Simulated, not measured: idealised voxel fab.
Process module in this document: voxel capacitor over wiring
Displayed cross-section: cut, width of 275 nm, square cells sized 5 nm.
Cross-section spec: square-cell grid; bands listed top down; each band is one or more rows. Band: top and bottom heights (nm) first, top before bottom; then materials from left to right, widths in nm. "edge to edge" marks a sole material filling the band edge to edge. "blank" denotes empty space. Measure heights from 0. That's the level where, below it, the as-received wafer is all one material. The lowest band is bottomless and extends downward; write it as in "0 down". With a width like "30 to 40", each row of cells in the band differs from the next by the same amount, the top row carrying the first number and the bottom row the second. "remained the same" (step): cross-section cells unchanged, all of them. Look at "Listed closed voids" for the closed voids: empty spaces with no open path to the top, sized 8 cells or up. Each is width x height at distance, distance from the left edge, all nm. Where a step's line continues beyond its settings, the continuation is a remark by the simulator itself on that step. overlay nm: on a step with a mask, how far right of its planned place the mask lay; negative means left.

Below is the list of planned process steps:
1: RECEIVE | material Si
2: CONFORMAL_DEP | material SiO2 | thk nm 15
3: DIRECTIONAL_DEP | material TiN | thk nm 5
4: DIRECTIONAL_DEP | material Ru | thk nm 25
5: PATTERN | tone cover | mask id METAL_1 | material resist | width nm 30 | pitch nm 100 | thk nm 20 | overlay nm 0
6: DIRECTIONAL_ETCH | etch materials Ru | depth nm 25
7: DIRECTIONAL_ETCH | etch materials TiN | depth nm 5
8: STRIP | etch materials resist
9: FILL_DEP | material lowk | thk nm 10
10: CMP | height nm 45
11: CONFORMAL_DEP | material SiCN | thk nm 5
12: DIRECTIONAL_DEP | material SiO2 | thk nm 20
13: MASKED_ETCH | tone open | mask id PLUG_1 | width nm 15 | etch materials SiO2 | depth nm 20 | overlay nm 0
14: MASKED_ETCH | tone open | mask id PLUG_1 | width nm 15 | etch materials SiCN | depth nm 5 | overlay nm 0
15: CONFORMAL_DEP | material TiN | thk nm 5
16: FILL_DEP | material W | thk nm 10
17: CMP | height nm 70
18: DIRECTIONAL_DEP | material TiN | thk nm 5
19: DIRECTIONAL_DEP | material SiN | thk nm 5
20: DIRECTIONAL_DEP | material TiN | thk nm 5
21: PATTERN | tone cover | mask id UPPER_PLATE | material resist | width nm 75 | thk nm 15 | overlay nm 0
22: DIRECTIONAL_ETCH | etch materials TiN | depth nm 5
23: DIRECTIONAL_ETCH | etch materials SiN | depth nm 5
24: STRIP | etch materials resist
25: MASKED_ETCH | tone cover | mask id LOWER_PLATE | width nm 85 | etch materials TiN | depth nm 5 | overlay nm 0
26: FILL_DEP | material SiO2 | thk nm 20
27: CMP | height nm 100
28: DIRECTIONAL_DEP | material aC | thk nm 15
29: PATTERN | tone open | mask id PLUG_2 | material resist | width nm 15 | thk nm 35 | overlay nm 0
30: DIRECTIONAL_ETCH | etch materials aC | depth nm 15
31: STRIP | etch materials resist
32: DIRECTIONAL_ETCH | etch materials SiO2 | depth nm 15
33: STRIP | etch materials aC
34: CONFORMAL_DEP | material TiN | thk nm 5
35: FILL_DEP | material W | thk nm 10
36: CMP | height nm 100
37: CONFORMAL_DEP | material SiN | thk nm 5

What follows covers the first of two wafers; it ran as planned:

Cross-section of the wafer upon arrival, representing the state reached after step 1:
  0 down = Si edge to edge
  Listed closed voids: none

State of the wafer after step 2, shown in cross-section:
  15 to 0 = SiO2 edge to edge
  No changes below 0.

State of the wafer after step 3, shown in cross-section:
  20 to 15 = TiN edge to edge
  No changes below 15.

State of the wafer after step 4, shown in cross-section:
  45 to 20 = Ru edge to edge
  No changes below 20.

State of the wafer after step 5, shown in cross-section:
  65 to 45 = 70 nm blank  30 nm resist  70 nm blank  30 nm resist  75 nm blank
  No changes below 45.

State of the wafer after step 6, shown in cross-section:
  65 to 45 = 70 nm blank  30 nm resist  70 nm blank  30 nm resist  75 nm blank
  45 to 20 = 70 nm blank  30 nm Ru  70 nm blank  30 nm Ru  75 nm blank
  No changes below 20.

State of the wafer after step 7, shown in cross-section:
  65 to 45 = 70 nm blank  30 nm resist  70 nm blank  30 nm resist  75 nm blank
  45 to 20 = 70 nm blank  30 nm Ru  70 nm blank  30 nm Ru  75 nm blank
  20 to 15 = 70 nm blank  30 nm TiN  70 nm blank  30 nm TiN  75 nm blank
  No changes below 15.

State of the wafer after step 8, shown in cross-section:
  45 to 20 = 70 nm blank  30 nm Ru  70 nm blank  30 nm Ru  75 nm blank
  No changes below 20.

State of the wafer after step 9, shown in cross-section:
  55 to 45 = lowk edge to edge
  45 to 20 = 70 nm lowk  30 nm Ru  70 nm lowk  30 nm Ru  75 nm lowk
  20 to 15 = 70 nm lowk  30 nm TiN  70 nm lowk  30 nm TiN  75 nm lowk
  No changes below 15.

State of the wafer after step 10, shown in cross-section:
  45 to 20 = 70 nm lowk  30 nm Ru  70 nm lowk  30 nm Ru  75 nm lowk
  No changes below 20.

State of the wafer after step 11, shown in cross-section:
  50 to 45 = SiCN edge to edge
  No changes below 45.

State of the wafer after step 12, shown in cross-section:
  70 to 50 = SiO2 edge to edge
  No changes below 50.

State of the wafer after step 13, shown in cross-section:
  70 to 50 = 85 nm SiO2  15 nm blank  175 nm SiO2
  No changes below 50.

State of the wafer after step 14, shown in cross-section:
  70 to 50 = 85 nm SiO2  15 nm blank  175 nm SiO2
  50 to 45 = 85 nm SiCN  15 nm blank  175 nm SiCN
  No changes below 45.

State of the wafer after step 15, shown in cross-section:
  75 to 70 = 90 nm TiN  5 nm blank  180 nm TiN
  70 to 50 = 85 nm SiO2  5 nm TiN  5 nm blank  5 nm TiN  175 nm SiO2
  50 to 45 = 85 nm SiCN  15 nm TiN  175 nm SiCN
  No changes below 45.

State of the wafer after step 16, shown in cross-section:
  85 to 75 = W edge to edge
  75 to 70 = 90 nm TiN  5 nm W  180 nm TiN
  70 to 50 = 85 nm SiO2  5 nm TiN  5 nm W  5 nm TiN  175 nm SiO2
  No changes below 50.

State of the wafer after step 17, shown in cross-section:
  70 to 50 = 85 nm SiO2  5 nm TiN  5 nm W  5 nm TiN  175 nm SiO2
  No changes below 50.

State of the wafer after step 18, shown in cross-section:
  75 to 70 = TiN edge to edge
  No changes below 70.

State of the wafer after step 19, shown in cross-section:
  80 to 75 = SiN edge to edge
  No changes below 75.

State of the wafer after step 20, shown in cross-section:
  85 to 80 = TiN edge to edge
  No changes below 80.

State of the wafer after step 21, shown in cross-section:
  100 to 85 = 85 nm blank  75 nm resist  115 nm blank
  No changes below 85.

State of the wafer after step 22, shown in cross-section:
  100 to 85 = 85 nm blank  75 nm resist  115 nm blank
  85 to 80 = 85 nm blank  75 nm TiN  115 nm blank
  No changes below 80.

State of the wafer after step 23, shown in cross-section:
  100 to 85 = 85 nm blank  75 nm resist  115 nm blank
  85 to 80 = 85 nm blank  75 nm TiN  115 nm blank
  80 to 75 = 85 nm blank  75 nm SiN  115 nm blank
  No changes below 75.

State of the wafer after step 24, shown in cross-section:
  85 to 80 = 85 nm blank  75 nm TiN  115 nm blank
  No changes below 80.

State of the wafer after step 25, shown in cross-section:
  85 to 80 = 85 nm blank  75 nm TiN  115 nm blank
  80 to 75 = 85 nm blank  75 nm SiN  115 nm blank
  75 to 70 = 80 nm blank  85 nm TiN  110 nm blank
  No changes below 70.

State of the wafer after step 26, shown in cross-section:
  105 to 85 = SiO2 edge to edge
  85 to 80 = 85 nm SiO2  75 nm TiN  115 nm SiO2
  80 to 75 = 85 nm SiO2  75 nm SiN  115 nm SiO2
  75 to 70 = 80 nm SiO2  85 nm TiN  110 nm SiO2
  No changes below 70.

State of the wafer after step 27, shown in cross-section:
  100 to 85 = SiO2 edge to edge
  No changes below 85.

State of the wafer after step 28, shown in cross-section:
  115 to 100 = aC edge to edge
  No changes below 100.

State of the wafer after step 29, shown in cross-section:
  150 to 115 = 95 nm resist  15 nm blank  165 nm resist
  No changes below 115.

State of the wafer after step 30, shown in cross-section:
  135 to 115 = 95 nm resist  15 nm blank  165 nm resist
  115 to 100 = 95 nm aC  15 nm blank  165 nm aC
  No changes below 100.

State of the wafer after step 31, shown in cross-section:
  115 to 100 = 95 nm aC  15 nm blank  165 nm aC
  No changes below 100.

State of the wafer after step 32, shown in cross-section:
  115 to 100 = 95 nm aC  15 nm blank  165 nm aC
  100 to 85 = 95 nm SiO2  15 nm blank  165 nm SiO2
  No changes below 85.

State of the wafer after step 33, shown in cross-section:
  100 to 85 = 95 nm SiO2  15 nm blank  165 nm SiO2
  No changes below 85.

State of the wafer after step 34, shown in cross-section:
  105 to 100 = 100 nm TiN  5 nm blank  170 nm TiN
  100 to 90 = 95 nm SiO2  5 nm TiN  5 nm blank  5 nm TiN  165 nm SiO2
  90 to 80 = 95 to 85 nm SiO2  15 to 75 nm TiN  165 to 115 nm SiO2
  No changes below 80.

State of the wafer after step 35, shown in cross-section:
  115 to 105 = W edge to edge
  105 to 100 = 100 nm TiN  5 nm W  170 nm TiN
  100 to 90 = 95 nm SiO2  5 nm TiN  5 nm W  5 nm TiN  165 nm SiO2
  No changes below 90.

State of the wafer after step 36, shown in cross-section:
  100 to 90 = 95 nm SiO2  5 nm TiN  5 nm W  5 nm TiN  165 nm SiO2
  No changes below 90.

State of the wafer after step 37, shown in cross-section:
  105 to 100 = SiN edge to edge
  No changes below 100.

Regarding the second of the two wafers: it shared the first wafer's starting condition and process plan, yet one error occurred during its execution. Its history coincides with that of the first wafer up to and including step 17:

Second wafer, section view, time point: scheduled end of step 18:
  75 to 70 = SiN edge to edge
  No changes below 70.

Second wafer, section view, time point: scheduled end of step 19:
  80 to 75 = TiN edge to edge
  No changes below 75.

Second wafer, section view, time point: scheduled end of step 20:
  85 to 75 = TiN edge to edge
  No changes below 75.

Second wafer, section view, time point: scheduled end of step 21:
  100 to 85 = 85 nm blank  75 nm resist  115 nm blank
  No changes below 85.

Second wafer, section view, time point: scheduled end of step 22:
  100 to 85 = 85 nm blank  75 nm resist  115 nm blank
  85 to 80 = 85 nm blank  75 nm TiN  115 nm blank
  No changes below 80.

Second wafer, section view, time point: scheduled end of step 23: remained the same

Second wafer, section view, time point: scheduled end of step 24:
  85 to 80 = 85 nm blank  75 nm TiN  115 nm blank
  No changes below 80.

Second wafer, section view, time point: scheduled end of step 25:
  85 to 75 = 85 to 80 nm blank  75 to 85 nm TiN  115 to 110 nm blank
  No changes below 75.

Second wafer, section view, time point: scheduled end of step 26:
  105 to 85 = SiO2 edge to edge
  85 to 75 = 85 to 80 nm SiO2  75 to 85 nm TiN  115 to 110 nm SiO2
  No changes below 75.

Second wafer, section view, time point: scheduled end of step 27:
  100 to 85 = SiO2 edge to edge
  No changes below 85.

Second wafer, section view, time point: scheduled end of step 28:
  115 to 100 = aC edge to edge
  No changes below 100.

Second wafer, section view, time point: scheduled end of step 29:
  150 to 115 = 95 nm resist  15 nm blank  165 nm resist
  No changes below 115.

Second wafer, section view, time point: scheduled end of step 30:
  135 to 115 = 95 nm resist  15 nm blank  165 nm resist
  115 to 100 = 95 nm aC  15 nm blank  165 nm aC
  No changes below 100.

Second wafer, section view, time point: scheduled end of step 31:
  115 to 100 = 95 nm aC  15 nm blank  165 nm aC
  No changes below 100.

Second wafer, section view, time point: scheduled end of step 32:
  115 to 100 = 95 nm aC  15 nm blank  165 nm aC
  100 to 85 = 95 nm SiO2  15 nm blank  165 nm SiO2
  No changes below 85.

Second wafer, section view, time point: scheduled end of step 33:
  100 to 85 = 95 nm SiO2  15 nm blank  165 nm SiO2
  No changes below 85.

Second wafer, section view, time point: scheduled end of step 34:
  105 to 100 = 100 nm TiN  5 nm blank  170 nm TiN
  100 to 90 = 95 nm SiO2  5 nm TiN  5 nm blank  5 nm TiN  165 nm SiO2
  90 to 80 = 95 to 85 nm SiO2  15 to 75 nm TiN  165 to 115 nm SiO2
  No changes below 80.

Second wafer, section view, time point: scheduled end of step 35:
  115 to 105 = W edge to edge
  105 to 100 = 100 nm TiN  5 nm W  170 nm TiN
  100 to 90 = 95 nm SiO2  5 nm TiN  5 nm W  5 nm TiN  165 nm SiO2
  No changes below 90.

Second wafer, section view, time point: scheduled end of step 36:
  100 to 90 = 95 nm SiO2  5 nm TiN  5 nm W  5 nm TiN  165 nm SiO2
  No changes below 90.

Second wafer, section view, time point: scheduled end of step 37:
  105 to 100 = SiN edge to edge
  No changes below 100.
Error vs. plan: transposition of steps 18 and 19 relative to the planned sequence
Wrapping up, a cell-based count of both wafers puts the second over or under the first for these materials: 40 more of SiN, 40 fewer of SiO2
